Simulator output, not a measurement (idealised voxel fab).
Documented hereafter: the process module known as voxel ribs on slabs.
Pictured: cross-section cut, 255 nm wide, on a grid of 5 nm square cells.
The cross-sections in this document take the form of a grid made of square cells. They are written out as bands, in order from top to bottom. Each band consists of one or more rows of cells.
Band: top height; bottom height; in nm. Then, left to right: material with width in nm, for each material. "full width": a single material spanning edge to edge. "air": empty space.
Below 0: as-received wafer, all one material; heights counted from there. Lowest band: no bottom, goes on down, written "0..down".
A width given as "30 to 40" starts at the first number in the band's top row and ends at the second number in its bottom row, shifting by an equal amount at every step from row to row.
When a step is marked "everything unchanged", none of the cells in the cross-section changed during that step.
Closed void listing: empty space of 8 cells or more with no open way to the top, each as width x height at its distance from the left edge, in nm
The remark found on a step's line after its settings is issued by the simulator itself and pertains to that step.
overlay nm: step with mask; distance mask lay right of planned place; negative value = left of planned place.

-- Process steps foreseen in the plan
1,RECEIVE with material Si
2,DIRECTIONAL_DEP with material SiO2, thk nm 30
3,DIRECTIONAL_DEP with material polySi, thk nm 25
4,MASKED_ETCH with tone cover, mask id RIB, width nm 25, etch materials polySi, depth nm 15, overlay nm 0
5,MASKED_ETCH with tone cover, mask id SLAB, width nm 75, etch materials polySi, depth nm 10, overlay nm 0
6,FILL_DEP with material SiO2, thk nm 15
7,CMP with height nm 65
8,DIRECTIONAL_DEP with material TiN, thk nm 10
9,PATTERN with tone cover, mask id HEATER, material resist, width nm 35, thk nm 15, overlay nm 0
10,DIRECTIONAL_ETCH with etch materials TiN, depth nm 10
11,STRIP with etch materials resist
12,CONFORMAL_DEP with material SiO2, thk nm 5

-- The cross-section here shows the wafer as received, i.e. in its state after step 1
  0..down  Si full width
  Closed void listing: none

-- End-of-module cross-section. Starting structure and process plan as above; one mistake made in running it
  80..75  air 105 nm / SiO2 45 nm / air 105 nm
  75..70  air 105 nm / SiO2 5 nm / TiN 35 nm / SiO2 5 nm / air 105 nm
  70..65  SiO2 110 nm / TiN 35 nm / SiO2 110 nm
  65..55  SiO2 full width
  55..40  SiO2 115 nm / polySi 25 nm / SiO2 115 nm
  40..30  SiO2 95 nm / polySi 65 nm / SiO2 95 nm
  30..0  SiO2 full width
  0..down  Si full width
  Closed void listing: none
What broke from the plan during processing? step 5 changed vs plan, executed as MASKED_ETCH with tone cover, mask id SLAB, width nm 65, etch materials polySi, depth nm 10, overlay nm 0
